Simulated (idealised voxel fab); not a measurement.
process module | voxel wiring stack
cross-section cut | 230 nm wide | cells 5 nm
A cross-section is a grid of square cells, given in bands from the top down. A band is one or more rows of cells.
Each band's line starts with the height of the band's top and of its bottom, in nm. Then come its materials from left to right, each with its width in nm. One material with "throughout" fills the band from edge to edge. "air" is empty space.
Height 0 is the level under which the wafer as received is all one material. The lowest band goes on downwards, as in "0 down".
A width such as "30 to 40" changes by the same amount from each row of cells to the next, from the band's top row to its bottom row.
"no change" after a step means that no cell of the cross-section changed.
closed voids: empty space of 8 cells or more with no open way to the top, each as width x height at its distance from the left edge, in nm
after a step's settings: what the simulator itself notes on the step
overlay nm, on a step with a mask: how far to the right of its planned place the mask lay; to the left if negative
plan
1 op RECEIVE | material Si
2 op CONFORMAL_DEP | material SiO2 | thk nm 15
3 op DIRECTIONAL_DEP | material TiN | thk nm 5
4 op DIRECTIONAL_DEP | material W | thk nm 25
5 op DIRECTIONAL_DEP | material aC | thk nm 15
6 op PATTERN | tone cover | mask id METAL_1 | material resist | width nm 25 | pitch nm 40 | thk nm 30 | overlay nm 0
7 op DIRECTIONAL_ETCH | etch materials aC | depth nm 15
8 op STRIP | etch materials resist
9 op DIRECTIONAL_ETCH | etch materials W | depth nm 25
10 op DIRECTIONAL_ETCH | etch materials TiN | depth nm 5
11 op STRIP | etch materials aC
12 op FILL_DEP | material lowk | thk nm 5
13 op CMP | height nm 45
14 op CONFORMAL_DEP | material SiCN | thk nm 5
15 op DIRECTIONAL_DEP | material SiO2 | thk nm 15
16 op DIRECTIONAL_DEP | material aC | thk nm 10
17 op PATTERN | tone open | mask id PLUG_1 | material resist | width nm 15 | pitch nm 80 | thk nm 25 | overlay nm -15
18 op DIRECTIONAL_ETCH | etch materials aC | depth nm 10
19 op STRIP | etch materials resist
20 op DIRECTIONAL_ETCH | etch materials SiO2 | depth nm 15
21 op DIRECTIONAL_ETCH | etch materials SiCN | depth nm 5
22 op STRIP | etch materials aC
23 op EPI | material Ru | thk nm 10
24 op EPI | material Ru | thk nm 10
25 op DIRECTIONAL_DEP | material TiN | thk nm 5
26 op DIRECTIONAL_DEP | material W | thk nm 15
27 op MASKED_ETCH | tone cover | mask id METAL_2 | width nm 25 | pitch nm 40 | etch materials W | depth nm 15 | overlay nm 0
28 op MASKED_ETCH | tone cover | mask id METAL_2 | width nm 25 | pitch nm 40 | etch materials TiN | depth nm 5 | overlay nm 0
29 op CONFORMAL_DEP | material SiN | thk nm 5
30 op FILL_DEP | material SiO2 | thk nm 5
31 op CMP | height nm 85
32 op CONFORMAL_DEP | material SiCN | thk nm 5
33 op DIRECTIONAL_DEP | material lowk | thk nm 25
34 op DIRECTIONAL_DEP | material aC | thk nm 15
35 op PATTERN | tone open | mask id METAL_3_HOLES | material resist | width nm 15 | pitch nm 40 | thk nm 35 | overlay nm 0
36 op DIRECTIONAL_ETCH | etch materials aC | depth nm 15
37 op STRIP | etch materials resist
38 op DIRECTIONAL_ETCH | etch materials lowk | depth nm 25
39 op STRIP | etch materials aC
40 op DIRECTIONAL_DEP | material aC | thk nm 10
41 op PATTERN | tone open | mask id METAL_3 | material resist | width nm 25 | pitch nm 40 | thk nm 25 | overlay nm 0
42 op DIRECTIONAL_ETCH | etch materials aC | depth nm 10
43 op STRIP | etch materials resist
44 op DIRECTIONAL_ETCH | etch materials lowk | depth nm 15
45 op DIRECTIONAL_ETCH | etch materials SiCN | depth nm 5
46 op STRIP | etch materials aC
47 op CONFORMAL_DEP | material TiN | thk nm 5
48 op FILL_DEP | material Ru | thk nm 5
49 op CMP | height nm 115
50 op CONFORMAL_DEP | material SiCN | thk nm 5
51 op DIRECTIONAL_DEP | material lowk | thk nm 15
52 op PATTERN | tone open | mask id PLUG_3 | material resist | width nm 15 | pitch nm 80 | thk nm 15 | overlay nm 0
53 op DIRECTIONAL_ETCH | etch materials lowk | depth nm 15
54 op DIRECTIONAL_ETCH | etch materials SiCN | depth nm 5
55 op STRIP | etch materials resist
56 op CONFORMAL_DEP | material TiN | thk nm 5
57 op FILL_DEP | material W | thk nm 5
58 op CMP | height nm 135
59 op DIRECTIONAL_DEP | material TiN | thk nm 5
60 op DIRECTIONAL_DEP | material W | thk nm 15
61 op PATTERN | tone cover | mask id METAL_4 | material resist | width nm 25 | pitch nm 40 | thk nm 15 | overlay nm 0
62 op DIRECTIONAL_ETCH | etch materials W | depth nm 15
63 op DIRECTIONAL_ETCH | etch materials TiN | depth nm 5
64 op STRIP | etch materials resist
65 op FILL_DEP | material lowk | thk nm 10
66 op CMP | height nm 155
67 op CONFORMAL_DEP | material SiCN | thk nm 5
varied across the wafers: overlay nm of step 17. The plan shows the first wafer's value. All wafers start alike
first wafer as received, after step 1
  0 down: Si throughout
  closed voids: none
each wafer at the end: cells of each material gained (+) or lost (-) since it was received, then its closed voids
overlay nm -15 | +36 Ru | +160 SiCN | +66 SiN | +320 SiO2 | +138 TiN | +226 W | +526 lowk | closed voids: none
overlay nm -10 | +60 Ru | +160 SiCN | +50 SiN | +312 SiO2 | +138 TiN | +226 W | +526 lowk | closed voids: none
overlay nm -5 | +60 Ru | +160 SiCN | +50 SiN | +312 SiO2 | +138 TiN | +226 W | +526 lowk | closed voids: none
overlay nm 0 | +60 Ru | +160 SiCN | +50 SiN | +312 SiO2 | +138 TiN | +226 W | +526 lowk | closed voids: none
overlay nm 5 | +60 Ru | +160 SiCN | +50 SiN | +312 SiO2 | +138 TiN | +226 W | +526 lowk | closed voids: none
overlay nm 10 | +60 Ru | +160 SiCN | +50 SiN | +312 SiO2 | +138 TiN | +226 W | +526 lowk | closed voids: none
overlay nm 15 | +60 Ru | +160 SiCN | +50 SiN | +312 SiO2 | +138 TiN | +226 W | +526 lowk | closed voids: none
